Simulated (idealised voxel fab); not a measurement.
Title: Process Module voxel trench capacitor
The cross-section shown here is cut; it is 245 nm wide and divided into square cells measuring 5 nm on a side.
Square cells in a grid make up a cross-section in this document, and the grid is given as bands, listed from the top down, each one or more rows of cells.
First you get the band's top height and its bottom height, in nm, and then the materials it's made of, left to right, with each width in nm. If you see a single material with "everywhere", that one covers the band edge to edge. "empty" is empty space.
The reference from which all heights are counted is 0, the level beneath which the as-received wafer is entirely one material; the lowest band, having no lower bound, proceeds downward and is written after the example "z 0 and below".
When a width is written as two numbers, as in "30->40", the first number is the width in the top row of cells of the band and the second is the width in its bottom row, and the width changes by the same amount from each row to the next.
"identical to before" -> step changed no cross-section cell.
This entry, "Enclosed void entries", enumerates those empty regions of no fewer than 8 cells that possess no open connection to the top. Each region is reported in the form width x height at distance, the distance being taken from the left edge, with all three quantities expressed in nm.
Read whatever lies past the settings on a step's line as the simulator's own remark about the step.
"overlay nm" denotes, for a step that has a mask, the displacement of the mask to the right of its planned place, with negative values corresponding to the left.

PLANNED PROCESS STEPS
1) RECEIVE: material Si
2) CONFORMAL_DEP: material SiN, thk nm 5
3) PATTERN: tone open, mask id TRENCH, material resist, width nm 25, pitch nm 50, thk nm 15, overlay nm 0
4) DIRECTIONAL_ETCH: etch materials SiN, depth nm 5
5) DIRECTIONAL_ETCH: etch materials Si, depth nm 40
6) STRIP: etch materials resist
7) CONFORMAL_DEP: material Al2O3, thk nm 5
8) CONFORMAL_DEP: material TiN, thk nm 5
9) FILL_DEP: material W, thk nm 10
10) CMP: height nm 5

ON THE FIRST OF THE TWO WAFERS: RUN CONDUCTED ACCORDING TO PLAN

DELIVERED WAFER IN CROSS-SECTION: STATE AFTER STEP 1
  z 0 and below  Si everywhere
  Enclosed void entries: none

STATE OF THE WAFER AFTER STEP 2, SHOWN IN CROSS-SECTION
  z 5 to 0  SiN everywhere
  Lower than 0, everything is as it was.

STATE OF THE WAFER AFTER STEP 3, SHOWN IN CROSS-SECTION
  z 20 to 5  resist: 85; empty: 25; resist: 25; empty: 25; resist: 85
  Lower than 5, everything is as it was.

STATE OF THE WAFER AFTER STEP 4, SHOWN IN CROSS-SECTION
  z 20 to 5  resist: 85; empty: 25; resist: 25; empty: 25; resist: 85
  z 5 to 0  SiN: 85; empty: 25; SiN: 25; empty: 25; SiN: 85
  Lower than 0, everything is as it was.

STATE OF THE WAFER AFTER STEP 5, SHOWN IN CROSS-SECTION
  z 20 to 5  resist: 85; empty: 25; resist: 25; empty: 25; resist: 85
  z 5 to 0  SiN: 85; empty: 25; SiN: 25; empty: 25; SiN: 85
  z 0 to -40  Si: 85; empty: 25; Si: 25; empty: 25; Si: 85
  Lower than -40, everything is as it was.

STATE OF THE WAFER AFTER STEP 6, SHOWN IN CROSS-SECTION
  z 5 to 0  SiN: 85; empty: 25; SiN: 25; empty: 25; SiN: 85
  Lower than 0, everything is as it was.

STATE OF THE WAFER AFTER STEP 7, SHOWN IN CROSS-SECTION
  z 10 to 5  Al2O3: 90; empty: 15; Al2O3: 35; empty: 15; Al2O3: 90
  z 5 to 0  SiN: 85; Al2O3: 5; empty: 15; Al2O3: 5; SiN: 25; Al2O3: 5; empty: 15; Al2O3: 5; SiN: 85
  z 0 to -35  Si: 85; Al2O3: 5; empty: 15; Al2O3: 5; Si: 25; Al2O3: 5; empty: 15; Al2O3: 5; Si: 85
  z -35 to -40  Si: 85; Al2O3: 25; Si: 25; Al2O3: 25; Si: 85
  Lower than -40, everything is as it was.

STATE OF THE WAFER AFTER STEP 8, SHOWN IN CROSS-SECTION
  z 15 to 10  TiN: 95; empty: 5; TiN: 45; empty: 5; TiN: 95
  z 10 to 5  Al2O3: 90; TiN: 5; empty: 5; TiN: 5; Al2O3: 35; TiN: 5; empty: 5; TiN: 5; Al2O3: 90
  z 5 to 0  SiN: 85; Al2O3: 5; TiN: 5; empty: 5; TiN: 5; Al2O3: 5; SiN: 25; Al2O3: 5; TiN: 5; empty: 5; TiN: 5; Al2O3: 5; SiN: 85
  z 0 to -30  Si: 85; Al2O3: 5; TiN: 5; empty: 5; TiN: 5; Al2O3: 5; Si: 25; Al2O3: 5; TiN: 5; empty: 5; TiN: 5; Al2O3: 5; Si: 85
  z -30 to -35  Si: 85; Al2O3: 5; TiN: 15; Al2O3: 5; Si: 25; Al2O3: 5; TiN: 15; Al2O3: 5; Si: 85
  Lower than -35, everything is as it was.

STATE OF THE WAFER AFTER STEP 9, SHOWN IN CROSS-SECTION
  z 25 to 15  W everywhere
  z 15 to 10  TiN: 95; W: 5; TiN: 45; W: 5; TiN: 95
  z 10 to 5  Al2O3: 90; TiN: 5; W: 5; TiN: 5; Al2O3: 35; TiN: 5; W: 5; TiN: 5; Al2O3: 90
  z 5 to 0  SiN: 85; Al2O3: 5; TiN: 5; W: 5; TiN: 5; Al2O3: 5; SiN: 25; Al2O3: 5; TiN: 5; W: 5; TiN: 5; Al2O3: 5; SiN: 85
  z 0 to -30  Si: 85; Al2O3: 5; TiN: 5; W: 5; TiN: 5; Al2O3: 5; Si: 25; Al2O3: 5; TiN: 5; W: 5; TiN: 5; Al2O3: 5; Si: 85
  Lower than -30, everything is as it was.

STATE OF THE WAFER AFTER STEP 10, SHOWN IN CROSS-SECTION
  z 5 to 0  SiN: 85; Al2O3: 5; TiN: 5; W: 5; TiN: 5; Al2O3: 5; SiN: 25; Al2O3: 5; TiN: 5; W: 5; TiN: 5; Al2O3: 5; SiN: 85
  Lower than 0, everything is as it was.

SECOND WAFER: SAME START AND SAME PLAN AS THE FIRST, ONE EXECUTION ERROR; IDENTICAL TO THE FIRST THROUGH STEP 2

X-SECTION, SECOND WAFER, WHEN STEP 3 WAS DUE TO FINISH
  z 20 to 5  resist: 85; empty: 30; resist: 20; empty: 30; resist: 80
  Lower than 5, everything is as it was.

X-SECTION, SECOND WAFER, WHEN STEP 4 WAS DUE TO FINISH
  z 20 to 5  resist: 85; empty: 30; resist: 20; empty: 30; resist: 80
  z 5 to 0  SiN: 85; empty: 30; SiN: 20; empty: 30; SiN: 80
  Lower than 0, everything is as it was.

X-SECTION, SECOND WAFER, WHEN STEP 5 WAS DUE TO FINISH
  z 20 to 5  resist: 85; empty: 30; resist: 20; empty: 30; resist: 80
  z 5 to 0  SiN: 85; empty: 30; SiN: 20; empty: 30; SiN: 80
  z 0 to -40  Si: 85; empty: 30; Si: 20; empty: 30; Si: 80
  Lower than -40, everything is as it was.

X-SECTION, SECOND WAFER, WHEN STEP 6 WAS DUE TO FINISH
  z 5 to 0  SiN: 85; empty: 30; SiN: 20; empty: 30; SiN: 80
  Lower than 0, everything is as it was.

X-SECTION, SECOND WAFER, WHEN STEP 7 WAS DUE TO FINISH
  z 10 to 5  Al2O3: 90; empty: 20; Al2O3: 30; empty: 20; Al2O3: 85
  z 5 to 0  SiN: 85; Al2O3: 5; empty: 20; Al2O3: 5; SiN: 20; Al2O3: 5; empty: 20; Al2O3: 5; SiN: 80
  z 0 to -35  Si: 85; Al2O3: 5; empty: 20; Al2O3: 5; Si: 20; Al2O3: 5; empty: 20; Al2O3: 5; Si: 80
  z -35 to -40  Si: 85; Al2O3: 30; Si: 20; Al2O3: 30; Si: 80
  Lower than -40, everything is as it was.

X-SECTION, SECOND WAFER, WHEN STEP 8 WAS DUE TO FINISH
  z 15 to 10  TiN: 95; empty: 10; TiN: 40; empty: 10; TiN: 90
  z 10 to 5  Al2O3: 90; TiN: 5; empty: 10; TiN: 5; Al2O3: 30; TiN: 5; empty: 10; TiN: 5; Al2O3: 85
  z 5 to 0  SiN: 85; Al2O3: 5; TiN: 5; empty: 10; TiN: 5; Al2O3: 5; SiN: 20; Al2O3: 5; TiN: 5; empty: 10; TiN: 5; Al2O3: 5; SiN: 80
  z 0 to -30  Si: 85; Al2O3: 5; TiN: 5; empty: 10; TiN: 5; Al2O3: 5; Si: 20; Al2O3: 5; TiN: 5; empty: 10; TiN: 5; Al2O3: 5; Si: 80
  z -30 to -35  Si: 85; Al2O3: 5; TiN: 20; Al2O3: 5; Si: 20; Al2O3: 5; TiN: 20; Al2O3: 5; Si: 80
  Lower than -35, everything is as it was.

X-SECTION, SECOND WAFER, WHEN STEP 9 WAS DUE TO FINISH
  z 25 to 15  W everywhere
  z 15 to 10  TiN: 95; W: 10; TiN: 40; W: 10; TiN: 90
  z 10 to 5  Al2O3: 90; TiN: 5; W: 10; TiN: 5; Al2O3: 30; TiN: 5; W: 10; TiN: 5; Al2O3: 85
  z 5 to 0  SiN: 85; Al2O3: 5; TiN: 5; W: 10; TiN: 5; Al2O3: 5; SiN: 20; Al2O3: 5; TiN: 5; W: 10; TiN: 5; Al2O3: 5; SiN: 80
  z 0 to -30  Si: 85; Al2O3: 5; TiN: 5; W: 10; TiN: 5; Al2O3: 5; Si: 20; Al2O3: 5; TiN: 5; W: 10; TiN: 5; Al2O3: 5; Si: 80
  Lower than -30, everything is as it was.

X-SECTION, SECOND WAFER, WHEN STEP 10 WAS DUE TO FINISH
  z 5 to 0  SiN: 85; Al2O3: 5; TiN: 5; W: 10; TiN: 5; Al2O3: 5; SiN: 20; Al2O3: 5; TiN: 5; W: 10; TiN: 5; Al2O3: 5; SiN: 80
  Lower than 0, everything is as it was.
Error vs. plan: step 3 was processed under conditions differing from the plan, specifically as PATTERN: tone open, mask id TRENCH, material resist, width nm 30, pitch nm 50, thk nm 15, overlay nm 0
Counted in cells at the end, the second wafer holds more or fewer of these materials than the first: Al2O3: 2 more; Si: 16 fewer; SiN: 2 fewer; TiN: 2 more; W: 14 more
